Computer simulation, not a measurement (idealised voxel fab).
process module | voxel quadruple lines
cross-section cut | 165 nm wide | cells 5 nm
A cross-section is a grid of square cells, given in bands from the top down. A band is one or more rows of cells.
Each band's line starts with the height of the band's top and of its bottom, in nm. Then come its materials from left to right, each with its width in nm. One material with "throughout" fills the band from edge to edge. "air" is empty space.
Height 0 is the level under which the wafer as received is all one material. The lowest band goes on downwards, as in "0 down".
A width such as "30 to 40" changes by the same amount from each row of cells to the next, from the band's top row to its bottom row.
"no change" after a step means that no cell of the cross-section changed.
closed voids: empty space of 8 cells or more with no open way to the top, each as width x height at its distance from the left edge, in nm
after a step's settings: what the simulator itself notes on the step
overlay nm, on a step with a mask: how far to the right of its planned place the mask lay; to the left if negative
plan
1 op RECEIVE | material Si
2 op CONFORMAL_DEP | material SiO2 | thk nm 10
3 op DIRECTIONAL_DEP | material TiN | thk nm 15
4 op DIRECTIONAL_DEP | material polySi | thk nm 15
5 op DIRECTIONAL_DEP | material aC | thk nm 20
6 op PATTERN | tone cover | mask id MANDREL | material resist | width nm 25 | thk nm 30 | overlay nm 0
7 op DIRECTIONAL_ETCH | etch materials aC | depth nm 20
8 op STRIP | etch materials resist
9 op CONFORMAL_DEP | material SiO2 | thk nm 15
10 op DIRECTIONAL_ETCH | etch materials SiO2 | depth nm 15
11 op STRIP | etch materials aC
12 op DIRECTIONAL_ETCH | etch materials polySi | depth nm 15
13 op STRIP | etch materials SiO2
14 op CONFORMAL_DEP | material SiCN | thk nm 5
15 op DIRECTIONAL_ETCH | etch materials SiCN | depth nm 5
16 op STRIP | etch materials polySi
17 op DIRECTIONAL_ETCH | etch materials TiN | depth nm 15
18 op STRIP | etch materials SiCN
as received, after step 1
  0 down: Si throughout
  closed voids: none
a wafer at the end: this start, this plan, one mistake
  25 to 10: air 50 | TiN 5 | air 15 | TiN 5 | air 20 | TiN 5 | air 15 | TiN 5 | air 45
  10 to 0: SiO2 throughout
  0 down: Si throughout
  closed voids: none
what went wrong: step 6 ran as: op PATTERN | tone cover | mask id MANDREL | material resist | width nm 30 | thk nm 30 | overlay nm 0
